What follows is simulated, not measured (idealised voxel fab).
process module | voxel spacer lines
cross-section cut | 245 nm wide | cells 5 nm
A cross-section is a grid of square cells, given in bands from the top down. A band is one or more rows of cells.
Each band's line starts with the height of the band's top and of its bottom, in nm. Then come its materials from left to right, each with its width in nm. One material with "throughout" fills the band from edge to edge. "air" is empty space.
Height 0 is the level under which the wafer as received is all one material. The lowest band goes on downwards, as in "0 down".
A width such as "30 to 40" changes by the same amount from each row of cells to the next, from the band's top row to its bottom row.
"no change" after a step means that no cell of the cross-section changed.
closed voids: empty space of 8 cells or more with no open way to the top, each as width x height at its distance from the left edge, in nm
after a step's settings: what the simulator itself notes on the step
overlay nm, on a step with a mask: how far to the right of its planned place the mask lay; to the left if negative
Each pair below shows a cross-section before one step and the cross-section after it, down to the lowest band that changed. The line under each pair gives the step between them, with its settings. The pairs can come from different runs of this module on the same starting wafer, so a pair continues from the pair above only where its "before" says so.
before
  0 down: Si throughout
  closed voids: none
after
  5 to 0: Al2O3 throughout
  below 0: unchanged
  closed voids: none
the step between: op CONFORMAL_DEP | material Al2O3 | thk nm 5
before: the cross-section after the pair above
after
  25 to 5: W throughout
  below 5: unchanged
  closed voids: none
the step between: op DIRECTIONAL_DEP | material W | thk nm 20
before: the cross-section after the pair above
after
  50 to 25: aC throughout
  below 25: unchanged
  closed voids: none
the step between: op DIRECTIONAL_DEP | material aC | thk nm 25
before: the cross-section after the pair above
after
  80 to 50: air 75 | resist 25 | air 45 | resist 25 | air 75
  below 50: unchanged
  closed voids: none
the step between: op PATTERN | tone cover | mask id MANDREL | material resist | width nm 25 | pitch nm 70 | thk nm 30 | overlay nm 0
before: the cross-section after the pair above
after
  55 to 50: air 75 | resist 25 | air 45 | resist 25 | air 75
  50 to 25: air 75 | aC 25 | air 45 | aC 25 | air 75
  below 25: unchanged
  closed voids: none
the step between: op DIRECTIONAL_ETCH | etch materials aC | depth nm 25
before: the cross-section after the pair above
after
  50 to 25: air 75 | aC 25 | air 45 | aC 25 | air 75
  below 25: unchanged
  closed voids: none
the step between: op STRIP | etch materials resist
before: the cross-section after the pair above
after
  60 to 50: air 65 | SiO2 45 | air 25 | SiO2 45 | air 65
  50 to 35: air 65 | SiO2 10 | aC 25 | SiO2 10 | air 25 | SiO2 10 | aC 25 | SiO2 10 | air 65
  35 to 25: SiO2 75 | aC 25 | SiO2 45 | aC 25 | SiO2 75
  below 25: unchanged
  closed voids: none
the step between: op CONFORMAL_DEP | material SiO2 | thk nm 10
before: the cross-section after the pair above
after
  50 to 25: air 65 | SiO2 10 | aC 25 | SiO2 10 | air 25 | SiO2 10 | aC 25 | SiO2 10 | air 65
  below 25: unchanged
  closed voids: none
the step between: op DIRECTIONAL_ETCH | etch materials SiO2 | depth nm 10
before: the cross-section after the pair above
after
  50 to 25: air 65 | SiO2 10 | air 25 | SiO2 10 | air 25 | SiO2 10 | air 25 | SiO2 10 | air 65
  below 25: unchanged
  closed voids: none
the step between: op STRIP | etch materials aC
before: the cross-section after the pair above
after
  50 to 25: air 65 | SiO2 10 | air 25 | SiO2 10 | air 25 | SiO2 10 | air 25 | SiO2 10 | air 65
  25 to 5: air 65 | W 10 | air 25 | W 10 | air 25 | W 10 | air 25 | W 10 | air 65
  below 5: unchanged
  closed voids: none
the step between: op DIRECTIONAL_ETCH | etch materials W | depth nm 20
before: the cross-section after the pair above
after
  25 to 5: air 65 | W 10 | air 25 | W 10 | air 25 | W 10 | air 25 | W 10 | air 65
  below 5: unchanged
  closed voids: none
the step between: op STRIP | etch materials SiO2
before
  0 down: Si throughout
  closed voids: none
after
  20 to 0: W throughout
  below 0: unchanged
  closed voids: none
the step between: op DIRECTIONAL_DEP | material W | thk nm 20
before: the cross-section after the pair above
after
  45 to 20: aC throughout
  below 20: unchanged
  closed voids: none
the step between: op DIRECTIONAL_DEP | material aC | thk nm 25
before: the cross-section after the pair above
after
  75 to 45: air 75 | resist 25 | air 45 | resist 25 | air 75
  below 45: unchanged
  closed voids: none
the step between: op PATTERN | tone cover | mask id MANDREL | material resist | width nm 25 | pitch nm 70 | thk nm 30 | overlay nm 0
before: the cross-section after the pair above
after
  50 to 45: air 75 | resist 25 | air 45 | resist 25 | air 75
  45 to 20: air 75 | aC 25 | air 45 | aC 25 | air 75
  below 20: unchanged
  closed voids: none
the step between: op DIRECTIONAL_ETCH | etch materials aC | depth nm 25
before: the cross-section after the pair above
after
  45 to 20: air 75 | aC 25 | air 45 | aC 25 | air 75
  below 20: unchanged
  closed voids: none
the step between: op STRIP | etch materials resist
before: the cross-section after the pair above
after
  55 to 45: air 65 | SiO2 45 | air 25 | SiO2 45 | air 65
  45 to 30: air 65 | SiO2 10 | aC 25 | SiO2 10 | air 25 | SiO2 10 | aC 25 | SiO2 10 | air 65
  30 to 20: SiO2 75 | aC 25 | SiO2 45 | aC 25 | SiO2 75
  below 20: unchanged
  closed voids: none
the step between: op CONFORMAL_DEP | material SiO2 | thk nm 10
before: the cross-section after the pair above
after
  45 to 20: air 65 | SiO2 10 | aC 25 | SiO2 10 | air 25 | SiO2 10 | aC 25 | SiO2 10 | air 65
  below 20: unchanged
  closed voids: none
the step between: op DIRECTIONAL_ETCH | etch materials SiO2 | depth nm 10
before: the cross-section after the pair above
after
  45 to 20: air 65 | SiO2 10 | air 25 | SiO2 10 | air 25 | SiO2 10 | air 25 | SiO2 10 | air 65
  below 20: unchanged
  closed voids: none
the step between: op STRIP | etch materials aC
before: the cross-section after the pair above
after
  45 to 20: air 65 | SiO2 10 | air 25 | SiO2 10 | air 25 | SiO2 10 | air 25 | SiO2 10 | air 65
  20 to 0: air 65 | W 10 | air 25 | W 10 | air 25 | W 10 | air 25 | W 10 | air 65
  below 0: unchanged
  closed voids: none
the step between: op DIRECTIONAL_ETCH | etch materials W | depth nm 20
before: the cross-section after the pair above
after
  20 to 0: air 65 | W 10 | air 25 | W 10 | air 25 | W 10 | air 25 | W 10 | air 65
  below 0: unchanged
  closed voids: none
the step between: op STRIP | etch materials SiO2
before
  25 to 5: W throughout
  5 to 0: Al2O3 throughout
  0 down: Si throughout
  closed voids: none
after
  45 to 5: W throughout
  below 5: unchanged
  closed voids: none
the step between: op DIRECTIONAL_DEP | material W | thk nm 20
before: the cross-section after the pair above
after
  70 to 45: aC throughout
  below 45: unchanged
  closed voids: none
the step between: op DIRECTIONAL_DEP | material aC | thk nm 25
before: the cross-section after the pair above
after
  100 to 70: air 75 | resist 25 | air 45 | resist 25 | air 75
  below 70: unchanged
  closed voids: none
the step between: op PATTERN | tone cover | mask id MANDREL | material resist | width nm 25 | pitch nm 70 | thk nm 30 | overlay nm 0
before: the cross-section after the pair above
after
  75 to 70: air 75 | resist 25 | air 45 | resist 25 | air 75
  70 to 45: air 75 | aC 25 | air 45 | aC 25 | air 75
  below 45: unchanged
  closed voids: none
the step between: op DIRECTIONAL_ETCH | etch materials aC | depth nm 25
before: the cross-section after the pair above
after
  70 to 45: air 75 | aC 25 | air 45 | aC 25 | air 75
  below 45: unchanged
  closed voids: none
the step between: op STRIP | etch materials resist
before: the cross-section after the pair above
after
  80 to 70: air 65 | SiO2 45 | air 25 | SiO2 45 | air 65
  70 to 55: air 65 | SiO2 10 | aC 25 | SiO2 10 | air 25 | SiO2 10 | aC 25 | SiO2 10 | air 65
  55 to 45: SiO2 75 | aC 25 | SiO2 45 | aC 25 | SiO2 75
  below 45: unchanged
  closed voids: none
the step between: op CONFORMAL_DEP | material SiO2 | thk nm 10
before: the cross-section after the pair above
after
  70 to 45: air 65 | SiO2 10 | aC 25 | SiO2 10 | air 25 | SiO2 10 | aC 25 | SiO2 10 | air 65
  below 45: unchanged
  closed voids: none
the step between: op DIRECTIONAL_ETCH | etch materials SiO2 | depth nm 10
before: the cross-section after the pair above
after
  70 to 45: air 65 | SiO2 10 | air 25 | SiO2 10 | air 25 | SiO2 10 | air 25 | SiO2 10 | air 65
  below 45: unchanged
  closed voids: none
the step between: op STRIP | etch materials aC
before: the cross-section after the pair above
after
  70 to 45: air 65 | SiO2 10 | air 25 | SiO2 10 | air 25 | SiO2 10 | air 25 | SiO2 10 | air 65
  45 to 25: air 65 | W 10 | air 25 | W 10 | air 25 | W 10 | air 25 | W 10 | air 65
  below 25: unchanged
  closed voids: none
the step between: op DIRECTIONAL_ETCH | etch materials W | depth nm 20
before: the cross-section after the pair above
after
  45 to 25: air 65 | W 10 | air 25 | W 10 | air 25 | W 10 | air 25 | W 10 | air 65
  below 25: unchanged
  closed voids: none
the step between: op STRIP | etch materials SiO2
before
  20 to 0: W throughout
  0 down: Si throughout
  closed voids: none
after
  25 to 20: Al2O3 throughout
  below 20: unchanged
  closed voids: none
the step between: op CONFORMAL_DEP | material Al2O3 | thk nm 5
before: the cross-section after the pair above
after
  50 to 25: aC throughout
  below 25: unchanged
  closed voids: none
the step between: op DIRECTIONAL_DEP | material aC | thk nm 25
before: the cross-section after the pair above
after
  80 to 50: air 75 | resist 25 | air 45 | resist 25 | air 75
  below 50: unchanged
  closed voids: none
the step between: op PATTERN | tone cover | mask id MANDREL | material resist | width nm 25 | pitch nm 70 | thk nm 30 | overlay nm 0
before: the cross-section after the pair above
after
  55 to 50: air 75 | resist 25 | air 45 | resist 25 | air 75
  50 to 25: air 75 | aC 25 | air 45 | aC 25 | air 75
  below 25: unchanged
  closed voids: none
the step between: op DIRECTIONAL_ETCH | etch materials aC | depth nm 25
before: the cross-section after the pair above
after
  50 to 25: air 75 | aC 25 | air 45 | aC 25 | air 75
  below 25: unchanged
  closed voids: none
the step between: op STRIP | etch materials resist
before: the cross-section after the pair above
after
  60 to 50: air 65 | SiO2 45 | air 25 | SiO2 45 | air 65
  50 to 35: air 65 | SiO2 10 | aC 25 | SiO2 10 | air 25 | SiO2 10 | aC 25 | SiO2 10 | air 65
  35 to 25: SiO2 75 | aC 25 | SiO2 45 | aC 25 | SiO2 75
  below 25: unchanged
  closed voids: none
the step between: op CONFORMAL_DEP | material SiO2 | thk nm 10
before: the cross-section after the pair above
after
  50 to 25: air 65 | SiO2 10 | aC 25 | SiO2 10 | air 25 | SiO2 10 | aC 25 | SiO2 10 | air 65
  below 25: unchanged
  closed voids: none
the step between: op DIRECTIONAL_ETCH | etch materials SiO2 | depth nm 10
before: the cross-section after the pair above
after
  50 to 25: air 65 | SiO2 10 | air 25 | SiO2 10 | air 25 | SiO2 10 | air 25 | SiO2 10 | air 65
  below 25: unchanged
  closed voids: none
the step between: op STRIP | etch materials aC
before: the cross-section after the pair above
after
  25 to 20: Al2O3 throughout
  below 20: unchanged
  closed voids: none
the step between: op STRIP | etch materials SiO2
before
  50 to 25: air 75 | aC 25 | air 45 | aC 25 | air 75
  25 to 5: W throughout
  5 to 0: Al2O3 throughout
  0 down: Si throughout
  closed voids: none
after
  55 to 50: air 70 | SiO2 35 | air 35 | SiO2 35 | air 70
  50 to 30: air 70 | SiO2 5 | aC 25 | SiO2 5 | air 35 | SiO2 5 | aC 25 | SiO2 5 | air 70
  30 to 25: SiO2 75 | aC 25 | SiO2 45 | aC 25 | SiO2 75
  below 25: unchanged
  closed voids: none
the step between: op CONFORMAL_DEP | material SiO2 | thk nm 5
before: the cross-section after the pair above
after
  50 to 45: air 75 | aC 25 | air 45 | aC 25 | air 75
  45 to 25: air 70 | SiO2 5 | aC 25 | SiO2 5 | air 35 | SiO2 5 | aC 25 | SiO2 5 | air 70
  below 25: unchanged
  closed voids: none
the step between: op DIRECTIONAL_ETCH | etch materials SiO2 | depth nm 10
before: the cross-section after the pair above
after
  45 to 25: air 70 | SiO2 5 | air 25 | SiO2 5 | air 35 | SiO2 5 | air 25 | SiO2 5 | air 70
  below 25: unchanged
  closed voids: none
the step between: op STRIP | etch materials aC
before: the cross-section after the pair above
after
  45 to 25: air 70 | SiO2 5 | air 25 | SiO2 5 | air 35 | SiO2 5 | air 25 | SiO2 5 | air 70
  25 to 5: air 70 | W 5 | air 25 | W 5 | air 35 | W 5 | air 25 | W 5 | air 70
  below 5: unchanged
  closed voids: none
the step between: op DIRECTIONAL_ETCH | etch materials W | depth nm 20
before: the cross-section after the pair above
after
  25 to 5: air 70 | W 5 | air 25 | W 5 | air 35 | W 5 | air 25 | W 5 | air 70
  below 5: unchanged
  closed voids: none
the step between: op STRIP | etch materials SiO2
before
  50 to 25: aC throughout
  25 to 5: W throughout
  5 to 0: Al2O3 throughout
  0 down: Si throughout
  closed voids: none
after
  80 to 50: air 75 | resist 30 | air 40 | resist 30 | air 70
  below 50: unchanged
  closed voids: none
the step between: op PATTERN | tone cover | mask id MANDREL | material resist | width nm 30 | pitch nm 70 | thk nm 30 | overlay nm 0
before: the cross-section after the pair above
after
  55 to 50: air 75 | resist 30 | air 40 | resist 30 | air 70
  50 to 25: air 75 | aC 30 | air 40 | aC 30 | air 70
  below 25: unchanged
  closed voids: none
the step between: op DIRECTIONAL_ETCH | etch materials aC | depth nm 25
before: the cross-section after the pair above
after
  50 to 25: air 75 | aC 30 | air 40 | aC 30 | air 70
  below 25: unchanged
  closed voids: none
the step between: op STRIP | etch materials resist
before: the cross-section after the pair above
after
  60 to 50: air 65 | SiO2 50 | air 20 | SiO2 50 | air 60
  50 to 35: air 65 | SiO2 10 | aC 30 | SiO2 10 | air 20 | SiO2 10 | aC 30 | SiO2 10 | air 60
  35 to 25: SiO2 75 | aC 30 | SiO2 40 | aC 30 | SiO2 70
  below 25: unchanged
  closed voids: none
the step between: op CONFORMAL_DEP | material SiO2 | thk nm 10
before: the cross-section after the pair above
after
  50 to 25: air 65 | SiO2 10 | aC 30 | SiO2 10 | air 20 | SiO2 10 | aC 30 | SiO2 10 | air 60
  below 25: unchanged
  closed voids: none
the step between: op DIRECTIONAL_ETCH | etch materials SiO2 | depth nm 10
before: the cross-section after the pair above
after
  50 to 25: air 65 | SiO2 10 | air 30 | SiO2 10 | air 20 | SiO2 10 | air 30 | SiO2 10 | air 60
  below 25: unchanged
  closed voids: none
the step between: op STRIP | etch materials aC
before: the cross-section after the pair above
after
  50 to 25: air 65 | SiO2 10 | air 30 | SiO2 10 | air 20 | SiO2 10 | air 30 | SiO2 10 | air 60
  25 to 5: air 65 | W 10 | air 30 | W 10 | air 20 | W 10 | air 30 | W 10 | air 60
  below 5: unchanged
  closed voids: none
the step between: op DIRECTIONAL_ETCH | etch materials W | depth nm 20
before: the cross-section after the pair above
after
  25 to 5: air 65 | W 10 | air 30 | W 10 | air 20 | W 10 | air 30 | W 10 | air 60
  below 5: unchanged
  closed voids: none
the step between: op STRIP | etch materials SiO2
before
  50 to 25: aC throughout
  25 to 5: W throughout
  5 to 0: Al2O3 throughout
  0 down: Si throughout
  closed voids: none
after
  80 to 50: air 65 | resist 25 | air 45 | resist 25 | air 85
  below 50: unchanged
  closed voids: none
the step between: op PATTERN | tone cover | mask id MANDREL | material resist | width nm 25 | pitch nm 70 | thk nm 30 | overlay nm -10
before: the cross-section after the pair above
after
  55 to 50: air 65 | resist 25 | air 45 | resist 25 | air 85
  50 to 25: air 65 | aC 25 | air 45 | aC 25 | air 85
  below 25: unchanged
  closed voids: none
the step between: op DIRECTIONAL_ETCH | etch materials aC | depth nm 25
before: the cross-section after the pair above
after
  50 to 25: air 65 | aC 25 | air 45 | aC 25 | air 85
  below 25: unchanged
  closed voids: none
the step between: op STRIP | etch materials resist
before: the cross-section after the pair above
after
  60 to 50: air 55 | SiO2 45 | air 25 | SiO2 45 | air 75
  50 to 35: air 55 | SiO2 10 | aC 25 | SiO2 10 | air 25 | SiO2 10 | aC 25 | SiO2 10 | air 75
  35 to 25: SiO2 65 | aC 25 | SiO2 45 | aC 25 | SiO2 85
  below 25: unchanged
  closed voids: none
the step between: op CONFORMAL_DEP | material SiO2 | thk nm 10
before: the cross-section after the pair above
after
  50 to 25: air 55 | SiO2 10 | aC 25 | SiO2 10 | air 25 | SiO2 10 | aC 25 | SiO2 10 | air 75
  below 25: unchanged
  closed voids: none
the step between: op DIRECTIONAL_ETCH | etch materials SiO2 | depth nm 10
before: the cross-section after the pair above
after
  50 to 25: air 55 | SiO2 10 | air 25 | SiO2 10 | air 25 | SiO2 10 | air 25 | SiO2 10 | air 75
  below 25: unchanged
  closed voids: none
the step between: op STRIP | etch materials aC
before: the cross-section after the pair above
after
  50 to 25: air 55 | SiO2 10 | air 25 | SiO2 10 | air 25 | SiO2 10 | air 25 | SiO2 10 | air 75
  25 to 5: air 55 | W 10 | air 25 | W 10 | air 25 | W 10 | air 25 | W 10 | air 75
  below 5: unchanged
  closed voids: none
the step between: op DIRECTIONAL_ETCH | etch materials W | depth nm 20
before: the cross-section after the pair above
after
  25 to 5: air 55 | W 10 | air 25 | W 10 | air 25 | W 10 | air 25 | W 10 | air 75
  below 5: unchanged
  closed voids: none
the step between: op STRIP | etch materials SiO2
before
  50 to 25: air 75 | aC 25 | air 45 | aC 25 | air 75
  25 to 5: W throughout
  5 to 0: Al2O3 throughout
  0 down: Si throughout
  closed voids: none
after
  60 to 50: air 65 | W 45 | air 25 | W 45 | air 65
  50 to 35: air 65 | W 10 | aC 25 | W 10 | air 25 | W 10 | aC 25 | W 10 | air 65
  35 to 25: W 75 | aC 25 | W 45 | aC 25 | W 75
  below 25: unchanged
  closed voids: none
the step between: op CONFORMAL_DEP | material W | thk nm 10
before: the cross-section after the pair above
after
  50 to 40: air 75 | aC 25 | air 45 | aC 25 | air 75
  40 to 25: air 65 | W 10 | aC 25 | W 10 | air 25 | W 10 | aC 25 | W 10 | air 65
  25 to 15: air 65 | W 45 | air 25 | W 45 | air 65
  below 15: unchanged
  closed voids: none
the step between: op DIRECTIONAL_ETCH | etch materials W | depth nm 20
before
  50 to 25: aC throughout
  25 to 5: W throughout
  5 to 0: Al2O3 throughout
  0 down: Si throughout
  closed voids: none
after
  80 to 50: resist 75 | air 25 | resist 45 | air 25 | resist 75
  below 50: unchanged
  closed voids: none
the step between: op PATTERN | tone open | mask id MANDREL | material resist | width nm 25 | pitch nm 70 | thk nm 30 | overlay nm 0
before: the cross-section after the pair above
after
  55 to 50: resist 75 | air 25 | resist 45 | air 25 | resist 75
  50 to 25: aC 75 | air 25 | aC 45 | air 25 | aC 75
  below 25: unchanged
  closed voids: none
the step between: op DIRECTIONAL_ETCH | etch materials aC | depth nm 25
before: the cross-section after the pair above
after
  50 to 25: aC 75 | air 25 | aC 45 | air 25 | aC 75
  below 25: unchanged
  closed voids: none
the step between: op STRIP | etch materials resist
before: the cross-section after the pair above
after
  60 to 50: SiO2 85 | air 5 | SiO2 65 | air 5 | SiO2 85
  50 to 35: aC 75 | SiO2 10 | air 5 | SiO2 10 | aC 45 | SiO2 10 | air 5 | SiO2 10 | aC 75
  35 to 25: aC 75 | SiO2 25 | aC 45 | SiO2 25 | aC 75
  below 25: unchanged
  closed voids: none
the step between: op CONFORMAL_DEP | material SiO2 | thk nm 10
before: the cross-section after the pair above
after
  50 to 25: aC 75 | SiO2 10 | air 5 | SiO2 10 | aC 45 | SiO2 10 | air 5 | SiO2 10 | aC 75
  below 25: unchanged
  closed voids: none
the step between: op DIRECTIONAL_ETCH | etch materials SiO2 | depth nm 10
before: the cross-section after the pair above
after
  50 to 25: air 75 | SiO2 10 | air 5 | SiO2 10 | air 45 | SiO2 10 | air 5 | SiO2 10 | air 75
  below 25: unchanged
  closed voids: none
the step between: op STRIP | etch materials aC
before: the cross-section after the pair above
after
  50 to 25: air 75 | SiO2 10 | air 5 | SiO2 10 | air 45 | SiO2 10 | air 5 | SiO2 10 | air 75
  25 to 5: air 75 | W 10 | air 5 | W 10 | air 45 | W 10 | air 5 | W 10 | air 75
  below 5: unchanged
  closed voids: none
the step between: op DIRECTIONAL_ETCH | etch materials W | depth nm 20
before: the cross-section after the pair above
after
  25 to 5: air 75 | W 10 | air 5 | W 10 | air 45 | W 10 | air 5 | W 10 | air 75
  below 5: unchanged
  closed voids: none
the step between: op STRIP | etch materials SiO2
